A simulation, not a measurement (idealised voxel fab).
This is a process module. Its name is voxel released beams.
It is cross-section cut that appears here, measuring 295 nm in width, its square cells being 5 nm in size.
The cross-sections in this document take the form of a grid made of square cells. They are written out as bands, in order from top to bottom. Each band consists of one or more rows of cells. Each band's line starts with the height of the band's top and of its bottom, in nm. Then come its materials from left to right, each with its width in nm. One material with "everywhere" fills the band from edge to edge. "blank" is empty space. Ref level 0: as-received wafer is one material below here. Bottom band extends down with no lower bound ("0..down"). Note: "30..40" means the width goes from the first number (top row of the band) to the second number (bottom row) in equal steps per row of cells. "everything unchanged" means the step left every cell of the cross-section as it was. The list in "Enclosed void list" covers empty spaces of 8 cells or more that cannot reach the top through any open way, and it gives each as width x height at distance; the distance is from the left edge, and width, height and distance are in nm. If you see something after the settings on a step's line, that's the simulator's own remark about that step. overlay nm: how far to the right of its planned place the mask lay on this masked step (negative: to the left).

THIS SECTION LISTS THE PROCESS STEPS THAT WERE PLANNED
- 1: RECEIVE with material Si
- 2: CONFORMAL_DEP with material Al2O3, thk nm 5
- 3: DIRECTIONAL_DEP with material SiO2, thk nm 10
- 4: MASKED_ETCH with tone open, mask id ANCHOR, width nm 35, etch materials SiO2, depth nm 10, overlay nm 0
- 5: CONFORMAL_DEP with material W, thk nm 10
- 6: MASKED_ETCH with tone cover, mask id BEAM, width nm 105, etch materials W, depth nm 10, overlay nm 0
- 7: STRIP with etch materials SiO2

CROSS-SECTION OF THE WAFER UPON ARRIVAL, REPRESENTING THE STATE REACHED AFTER STEP 1
  0..down = Si everywhere
  Enclosed void list: none

END STATE OF THE MODULE IN CROSS-SECTION, GIVEN THE ABOVE STARTING POINT AND PLAN AND ONE MISTAKE IN EXECUTION
  35..25 = 90 blank, 15 W, 15 blank, 75 W, 100 blank
  25..15 = 95 blank, 35 W, 165 blank
  15..0 = Al2O3 everywhere
  0..down = Si everywhere
  Enclosed void list: none
Deviation noted in wafer processing: planned and actual differ for step 2; actual: CONFORMAL_DEP with material Al2O3, thk nm 15
